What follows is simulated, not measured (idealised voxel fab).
process module | voxel lift off
cross-section cut | 165 nm wide | cells 5 nm
A cross-section is a grid of square cells, given in bands from the top down. A band is one or more rows of cells.
Each band's line starts with the height of the band's top and of its bottom, in nm. Then come its materials from left to right, each with its width in nm. One material with "throughout" fills the band from edge to edge. "air" is empty space.
Height 0 is the level under which the wafer as received is all one material. The lowest band goes on downwards, as in "0 down".
A width such as "30 to 40" changes by the same amount from each row of cells to the next, from the band's top row to its bottom row.
"no change" after a step means that no cell of the cross-section changed.
closed voids: empty space of 8 cells or more with no open way to the top, each as width x height at its distance from the left edge, in nm
after a step's settings: what the simulator itself notes on the step
overlay nm, on a step with a mask: how far to the right of its planned place the mask lay; to the left if negative
plan
1 op RECEIVE | material Si
2 op CONFORMAL_DEP | material Al2O3 | thk nm 5
3 op PATTERN | tone open | mask id LINES | material resist | width nm 30 | pitch nm 45 | thk nm 15 | overlay nm 0
4 op DIRECTIONAL_DEP | material Ru | thk nm 5
5 op STRIP | etch materials resist
6 op CONFORMAL_DEP | material SiN | thk nm 5
first wafer, as planned
as received, after step 1
  0 down: Si throughout
  closed voids: none
after step 2
  5 to 0: Al2O3 throughout
  below 0: unchanged
after step 3
  20 to 5: resist 20 | air 30 | resist 15 | air 30 | resist 15 | air 30 | resist 25
  below 5: unchanged
after step 4
  25 to 20: Ru 20 | air 30 | Ru 15 | air 30 | Ru 15 | air 30 | Ru 25
  20 to 10: resist 20 | air 30 | resist 15 | air 30 | resist 15 | air 30 | resist 25
  10 to 5: resist 20 | Ru 30 | resist 15 | Ru 30 | resist 15 | Ru 30 | resist 25
  below 5: unchanged
after step 5
  10 to 5: air 20 | Ru 30 | air 15 | Ru 30 | air 15 | Ru 30 | air 25
  below 5: unchanged
after step 6
  15 to 10: air 15 | SiN 40 | air 5 | SiN 40 | air 5 | SiN 40 | air 20
  10 to 5: SiN 20 | Ru 30 | SiN 15 | Ru 30 | SiN 15 | Ru 30 | SiN 25
  below 5: unchanged
second wafer: like start, like plan, one mistake. Through step 5 it matches the first wafer
when step 6 should have ended
  25 to 20: air 5 | SiN 150 | air 10
  20 to 10: SiN throughout
  10 to 5: SiN 20 | Ru 30 | SiN 15 | Ru 30 | SiN 15 | Ru 30 | SiN 25
  below 5: unchanged
what went wrong: step 6 ran as: op CONFORMAL_DEP | material SiN | thk nm 15
at the end the second wafer has, in cells: 72 more of SiN
